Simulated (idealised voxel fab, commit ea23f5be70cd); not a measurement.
Process module heading - voxel double patterning
Xsec cut, 240 nm wide, square cell size 5 nm.
A cross-section in this document is a grid of square cells, and it is written down as bands, the top band listed before the ones below it; a band is made up of one or more rows of cells.
Within each band entry, the heights of the top and of the bottom of the band appear first, in that order and in nm; the materials of the band then follow from left to right, each with its corresponding width in nm. The designation "edge to edge" on a single material indicates that it fills the band from edge to edge; the designation "empty" indicates empty space.
Basically, 0 is our baseline, since under it the wafer straight out of the box is all one material. The bottom band has no lower end and keeps on going down, so it looks like "z 0 and below".
Think of "30..40" as a width that walks from the first number to the second as you go down the band, top row to bottom row, taking equal-sized steps from row to row.
The cross-section has no changed cell in any step marked "everything unchanged".
"Sealed internal voids" contains a list of empty spaces, each no smaller than 8 cells and without an open way to the top, written in the form width x height at distance with the distance from the left edge and all three in nm.
Note: text after step settings on the step line = simulator remark on that step.
overlay nm: step with mask; distance mask lay right of planned place; negative value = left of planned place.
### Process steps - plan
1: RECEIVE,material Si
2: CONFORMAL_DEP,material SiO2,thk nm 5
3: DIRECTIONAL_DEP,material TiN,thk nm 20
4: DIRECTIONAL_DEP,material SiCN,thk nm 10
5: DIRECTIONAL_DEP,material aC,thk nm 10
6: PATTERN,tone open,mask id FIRST,material resist,width nm 15,pitch nm 50,thk nm 25,overlay nm 0
7: DIRECTIONAL_ETCH,etch materials aC,depth nm 10
8: STRIP,etch materials resist
9: DIRECTIONAL_ETCH,etch materials SiCN,depth nm 10
10: STRIP,etch materials aC
11: PATTERN,tone open,mask id SECOND,material resist,width nm 15,pitch nm 50,thk nm 20,overlay nm 0
12: DIRECTIONAL_ETCH,etch materials SiCN,depth nm 10
13: STRIP,etch materials resist
14: DIRECTIONAL_ETCH,etch materials TiN,depth nm 20
15: STRIP,etch materials SiCN
### First wafer of two (run as planned)
### Cross-section of the wafer as it came to us, i.e., already through step 1
	z 0 and below  Si edge to edge
	Sealed internal voids: none
### The wafer, seen in cross-section, after step 2
	z 5 to 0  SiO2 edge to edge
	Under 0: no change, same as before.
### The wafer, seen in cross-section, after step 3
	z 25 to 5  TiN edge to edge
	Under 5: no change, same as before.
### The wafer, seen in cross-section, after step 4
	z 35 to 25  SiCN edge to edge
	Under 25: no change, same as before.
### The wafer, seen in cross-section, after step 5
	z 45 to 35  aC edge to edge
	Under 35: no change, same as before.
### The wafer, seen in cross-section, after step 6
	z 70 to 45  60 nm resist; 15 nm empty; 35 nm resist; 15 nm empty; 35 nm resist; 15 nm empty; 65 nm resist
	Under 45: no change, same as before.
### The wafer, seen in cross-section, after step 7
	z 60 to 45  60 nm resist; 15 nm empty; 35 nm resist; 15 nm empty; 35 nm resist; 15 nm empty; 65 nm resist
	z 45 to 35  60 nm aC; 15 nm empty; 35 nm aC; 15 nm empty; 35 nm aC; 15 nm empty; 65 nm aC
	Under 35: no change, same as before.
### The wafer, seen in cross-section, after step 8
	z 45 to 35  60 nm aC; 15 nm empty; 35 nm aC; 15 nm empty; 35 nm aC; 15 nm empty; 65 nm aC
	Under 35: no change, same as before.
### The wafer, seen in cross-section, after step 9
	z 45 to 35  60 nm aC; 15 nm empty; 35 nm aC; 15 nm empty; 35 nm aC; 15 nm empty; 65 nm aC
	z 35 to 25  60 nm SiCN; 15 nm empty; 35 nm SiCN; 15 nm empty; 35 nm SiCN; 15 nm empty; 65 nm SiCN
	Under 25: no change, same as before.
### The wafer, seen in cross-section, after step 10
	z 35 to 25  60 nm SiCN; 15 nm empty; 35 nm SiCN; 15 nm empty; 35 nm SiCN; 15 nm empty; 65 nm SiCN
	Under 25: no change, same as before.
### The wafer, seen in cross-section, after step 11
	z 55 to 35  85 nm resist; 15 nm empty; 35 nm resist; 15 nm empty; 90 nm resist
	z 35 to 25  60 nm SiCN; 15 nm resist; 35 nm SiCN; 15 nm resist; 35 nm SiCN; 15 nm resist; 65 nm SiCN
	Under 25: no change, same as before.
### The wafer, seen in cross-section, after step 12
	z 55 to 35  85 nm resist; 15 nm empty; 35 nm resist; 15 nm empty; 90 nm resist
	z 35 to 25  60 nm SiCN; 15 nm resist; 10 nm SiCN; 15 nm empty; 10 nm SiCN; 15 nm resist; 10 nm SiCN; 15 nm empty; 10 nm SiCN; 15 nm resist; 65 nm SiCN
	Under 25: no change, same as before.
### The wafer, seen in cross-section, after step 13
	z 35 to 25  60 nm SiCN; 15 nm empty; 10 nm SiCN; 15 nm empty; 10 nm SiCN; 15 nm empty; 10 nm SiCN; 15 nm empty; 10 nm SiCN; 15 nm empty; 65 nm SiCN
	Under 25: no change, same as before.
### The wafer, seen in cross-section, after step 14
	z 35 to 25  60 nm SiCN; 15 nm empty; 10 nm SiCN; 15 nm empty; 10 nm SiCN; 15 nm empty; 10 nm SiCN; 15 nm empty; 10 nm SiCN; 15 nm empty; 65 nm SiCN
	z 25 to 5  60 nm TiN; 15 nm empty; 10 nm TiN; 15 nm empty; 10 nm TiN; 15 nm empty; 10 nm TiN; 15 nm empty; 10 nm TiN; 15 nm empty; 65 nm TiN
	Under 5: no change, same as before.
### The wafer, seen in cross-section, after step 15
	z 25 to 5  60 nm TiN; 15 nm empty; 10 nm TiN; 15 nm empty; 10 nm TiN; 15 nm empty; 10 nm TiN; 15 nm empty; 10 nm TiN; 15 nm empty; 65 nm TiN
	Under 5: no change, same as before.
### second wafer: like start, like plan, one mistake. Through step 10 it matches the first wafer
### What the second wafer looks like in cross-section when step 11 should have wrapped up
	z 55 to 35  85 nm empty; 15 nm resist; 35 nm empty; 15 nm resist; 90 nm empty
	Under 35: no change, same as before.
### What the second wafer looks like in cross-section when step 12 should have wrapped up
	z 55 to 35  85 nm empty; 15 nm resist; 35 nm empty; 15 nm resist; 90 nm empty
	z 35 to 25  85 nm empty; 15 nm SiCN; 35 nm empty; 15 nm SiCN; 90 nm empty
	Under 25: no change, same as before.
### What the second wafer looks like in cross-section when step 13 should have wrapped up
	z 35 to 25  85 nm empty; 15 nm SiCN; 35 nm empty; 15 nm SiCN; 90 nm empty
	Under 25: no change, same as before.
### What the second wafer looks like in cross-section when step 14 should have wrapped up
	z 35 to 25  85 nm empty; 15 nm SiCN; 35 nm empty; 15 nm SiCN; 90 nm empty
	z 25 to 5  85 nm empty; 15 nm TiN; 35 nm empty; 15 nm TiN; 90 nm empty
	Under 5: no change, same as before.
### What the second wafer looks like in cross-section when step 15 should have wrapped up
	z 25 to 5  85 nm empty; 15 nm TiN; 35 nm empty; 15 nm TiN; 90 nm empty
	Under 5: no change, same as before.
Run error: contrary to plan, step 11 was performed as PATTERN,tone cover,mask id SECOND,material resist,width nm 15,pitch nm 50,thk nm 20,overlay nm 0
Per the end-of-run cell counts, the second wafer holds more or fewer of some materials than the first: TiN -108
